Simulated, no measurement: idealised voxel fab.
Process module, titled voxel wiring stack
Section cut is 260 nm wide and gridded with 5 nm square cells.
Square cells in a grid make up a cross-section in this document, and the grid is given as bands, listed from the top down, each one or more rows of cells.
Basically the band line says how high the top is and how high the bottom is, in nm, and then what's in it from left to right, every material with its width in nm. Empty space shows up as "blank", and if a single material carries "everywhere" it runs the full band edge to edge.
Measure heights from 0. That's the level where, below it, the as-received wafer is all one material. The lowest band is bottomless and extends downward; write it as in "z 0 and below".
Think of "30..40" as a width that walks from the first number to the second as you go down the band, top row to bottom row, taking equal-sized steps from row to row.
"nothing changed" after a step means that no cell of the cross-section changed.
Sealed voids: empty space of 8 cells or more with no open way to the top, each as width x height at its distance from the left edge, in nm
On each step's line, the part that comes after the settings is the simulator's own comment on the step.
A step's line can hold "overlay nm"; with a mask on that step, the setting says how far right of the planned place the mask lay, while a negative setting says it lay to the left.
**Listed below are the process steps as planned**
1. op RECEIVE | material Si
2. op CONFORMAL_DEP | material SiO2 | thk nm 15
3. op DIRECTIONAL_DEP | material TiN | thk nm 5
4. op DIRECTIONAL_DEP | material W | thk nm 20
5. op PATTERN | tone cover | mask id METAL_1 | material resist | width nm 20 | pitch nm 45 | thk nm 15 | overlay nm 0
6. op DIRECTIONAL_ETCH | etch materials W | depth nm 20
7. op DIRECTIONAL_ETCH | etch materials TiN | depth nm 5
8. op STRIP | etch materials resist
9. op FILL_DEP | material SiO2 | thk nm 10
10. op CMP | height nm 40
11. op CONFORMAL_DEP | material SiCN | thk nm 5
12. op DIRECTIONAL_DEP | material lowk | thk nm 30
13. op DIRECTIONAL_DEP | material aC | thk nm 10
14. op PATTERN | tone open | mask id METAL_2_HOLES | material resist | width nm 15 | pitch nm 90 | thk nm 30 | overlay nm 0
15. op DIRECTIONAL_ETCH | etch materials aC | depth nm 10
16. op STRIP | etch materials resist
17. op DIRECTIONAL_ETCH | etch materials lowk | depth nm 30
18. op STRIP | etch materials aC
19. op PATTERN | tone open | mask id METAL_2 | material resist | width nm 20 | pitch nm 45 | thk nm 15 | overlay nm 0
20. op DIRECTIONAL_ETCH | etch materials lowk | depth nm 20
21. op DIRECTIONAL_ETCH | etch materials SiCN | depth nm 5
22. op STRIP | etch materials resist
23. op CONFORMAL_DEP | material TiN | thk nm 5
24. op FILL_DEP | material Ru | thk nm 5
25. op CMP | height nm 75
26. op CONFORMAL_DEP | material SiCN | thk nm 5
27. op DIRECTIONAL_DEP | material lowk | thk nm 10
28. op DIRECTIONAL_DEP | material aC | thk nm 15
29. op PATTERN | tone open | mask id PLUG_2 | material resist | width nm 15 | pitch nm 45 | thk nm 30 | overlay nm 0
30. op DIRECTIONAL_ETCH | etch materials aC | depth nm 15
31. op STRIP | etch materials resist
32. op DIRECTIONAL_ETCH | etch materials lowk | depth nm 10
33. op DIRECTIONAL_ETCH | etch materials SiCN | depth nm 5
34. op STRIP | etch materials aC
35. op CONFORMAL_DEP | material TiN | thk nm 5
36. op FILL_DEP | material Ru | thk nm 10
37. op CMP | height nm 90
38. op DIRECTIONAL_DEP | material TiN | thk nm 5
39. op DIRECTIONAL_DEP | material W | thk nm 15
40. op PATTERN | tone cover | mask id METAL_3 | material resist | width nm 20 | pitch nm 45 | thk nm 15 | overlay nm 0
41. op DIRECTIONAL_ETCH | etch materials W | depth nm 15
42. op DIRECTIONAL_ETCH | etch materials TiN | depth nm 5
43. op STRIP | etch materials resist
44. op FILL_DEP | material lowk | thk nm 5
45. op CMP | height nm 110
46. op CONFORMAL_DEP | material SiN | thk nm 5
Among the wafers covered here, the point of difference is the width nm at step 14; their starting state is shared, and the plan presents the value of the first wafer.
**Here's the first of the wafers in cross-section, just as we got it, i.e. after step 1**
* z 0 and below | Si everywhere
* Sealed voids: none
**The first of several wafers, seen in cross-section after the module's last step, step 46**
* z 115 to 110 | SiN everywhere
* z 110 to 95 | 50 nm lowk, then 20 nm W, then 25 nm lowk, then 20 nm W, then 25 nm lowk, then 20 nm W, then 25 nm lowk, then 20 nm W, then 55 nm lowk
* z 95 to 90 | 50 nm lowk, then 20 nm TiN, then 25 nm lowk, then 20 nm TiN, then 25 nm lowk, then 20 nm TiN, then 25 nm lowk, then 20 nm TiN, then 55 nm lowk
* z 90 to 80 | 50 nm lowk, then 5 nm TiN, then 5 nm Ru, then 5 nm TiN, then 30 nm lowk, then 5 nm TiN, then 5 nm Ru, then 5 nm TiN, then 30 nm lowk, then 5 nm TiN, then 5 nm Ru, then 5 nm TiN, then 30 nm lowk, then 5 nm TiN, then 5 nm Ru, then 5 nm TiN, then 60 nm lowk
* z 80 to 75 | 50 nm SiCN, then 15 nm TiN, then 30 nm SiCN, then 15 nm TiN, then 30 nm SiCN, then 15 nm TiN, then 30 nm SiCN, then 15 nm TiN, then 60 nm SiCN
* z 75 to 60 | 50 nm lowk, then 5 nm TiN, then 10 nm Ru, then 5 nm TiN, then 25 nm lowk, then 5 nm TiN, then 10 nm Ru, then 5 nm TiN, then 25 nm lowk, then 5 nm TiN, then 10 nm Ru, then 5 nm TiN, then 25 nm lowk, then 5 nm TiN, then 10 nm Ru, then 5 nm TiN, then 55 nm lowk
* z 60 to 55 | 50 nm lowk, then 5 nm TiN, then 5 nm Ru, then 10 nm TiN, then 25 nm lowk, then 20 nm TiN, then 25 nm lowk, then 5 nm TiN, then 5 nm Ru, then 10 nm TiN, then 25 nm lowk, then 20 nm TiN, then 55 nm lowk
* z 55 to 45 | 50 nm lowk, then 5 nm TiN, then 5 nm Ru, then 5 nm TiN, then 75 nm lowk, then 5 nm TiN, then 5 nm Ru, then 5 nm TiN, then 105 nm lowk
* z 45 to 40 | 50 nm SiCN, then 15 nm TiN, then 75 nm SiCN, then 15 nm TiN, then 105 nm SiCN
* z 40 to 20 | 50 nm SiO2, then 20 nm W, then 25 nm SiO2, then 20 nm W, then 25 nm SiO2, then 20 nm W, then 25 nm SiO2, then 20 nm W, then 55 nm SiO2
* z 20 to 15 | 50 nm SiO2, then 20 nm TiN, then 25 nm SiO2, then 20 nm TiN, then 25 nm SiO2, then 20 nm TiN, then 25 nm SiO2, then 20 nm TiN, then 55 nm SiO2
* z 15 to 0 | SiO2 everywhere
* z 0 and below | Si everywhere
* Sealed voids: none
**Last wafer, end of module, cross-section**
* z 115 to 110 | SiN everywhere
* z 110 to 95 | 50 nm lowk, then 20 nm W, then 25 nm lowk, then 20 nm W, then 25 nm lowk, then 20 nm W, then 25 nm lowk, then 20 nm W, then 55 nm lowk
* z 95 to 90 | 50 nm lowk, then 20 nm TiN, then 25 nm lowk, then 20 nm TiN, then 25 nm lowk, then 20 nm TiN, then 25 nm lowk, then 20 nm TiN, then 55 nm lowk
* z 90 to 80 | 50 nm lowk, then 5 nm TiN, then 5 nm Ru, then 5 nm TiN, then 30 nm lowk, then 5 nm TiN, then 5 nm Ru, then 5 nm TiN, then 30 nm lowk, then 5 nm TiN, then 5 nm Ru, then 5 nm TiN, then 30 nm lowk, then 5 nm TiN, then 5 nm Ru, then 5 nm TiN, then 60 nm lowk
* z 80 to 75 | 50 nm SiCN, then 15 nm TiN, then 30 nm SiCN, then 15 nm TiN, then 30 nm SiCN, then 15 nm TiN, then 30 nm SiCN, then 15 nm TiN, then 60 nm SiCN
* z 75 to 60 | 45 nm lowk, then 5 nm TiN, then 20 nm Ru, then 5 nm TiN, then 20 nm lowk, then 5 nm TiN, then 10 nm Ru, then 5 nm TiN, then 20 nm lowk, then 5 nm TiN, then 20 nm Ru, then 5 nm TiN, then 20 nm lowk, then 5 nm TiN, then 10 nm Ru, then 5 nm TiN, then 55 nm lowk
* z 60 to 55 | 45 nm lowk, then 5 nm TiN, then 20 nm Ru, then 5 nm TiN, then 20 nm lowk, then 20 nm TiN, then 20 nm lowk, then 5 nm TiN, then 20 nm Ru, then 5 nm TiN, then 20 nm lowk, then 20 nm TiN, then 55 nm lowk
* z 55 to 45 | 45 nm lowk, then 5..10 nm TiN, then 20..10 nm Ru, then 5..10 nm TiN, then 60 nm lowk, then 5..10 nm TiN, then 20..10 nm Ru, then 5..10 nm TiN, then 95 nm lowk
* z 45 to 40 | 50 nm SiCN, then 20 nm TiN, then 70 nm SiCN, then 20 nm TiN, then 100 nm SiCN
* z 40 to 20 | 50 nm SiO2, then 20 nm W, then 25 nm SiO2, then 20 nm W, then 25 nm SiO2, then 20 nm W, then 25 nm SiO2, then 20 nm W, then 55 nm SiO2
* z 20 to 15 | 50 nm SiO2, then 20 nm TiN, then 25 nm SiO2, then 20 nm TiN, then 25 nm SiO2, then 20 nm TiN, then 25 nm SiO2, then 20 nm TiN, then 55 nm SiO2
* z 15 to 0 | SiO2 everywhere
* z 0 and below | Si everywhere
* Sealed voids: none
**Gained (+) or lost (-) cells of each material since receipt, then closed voids: one row per wafer, at the end of the module**
width nm 15, +38 Ru, +86 SiCN, +52 SiN, +336 SiO2, +112 TiN, +112 W, +460 lowk, Sealed voids: none
width nm 20, +44 Ru, +84 SiCN, +52 SiN, +336 SiO2, +112 TiN, +112 W, +456 lowk, Sealed voids: none
width nm 25, +54 Ru, +84 SiCN, +52 SiN, +336 SiO2, +114 TiN, +112 W, +444 lowk, Sealed voids: none
width nm 30, +64 Ru, +84 SiCN, +52 SiN, +336 SiO2, +116 TiN, +112 W, +432 lowk, Sealed voids: none
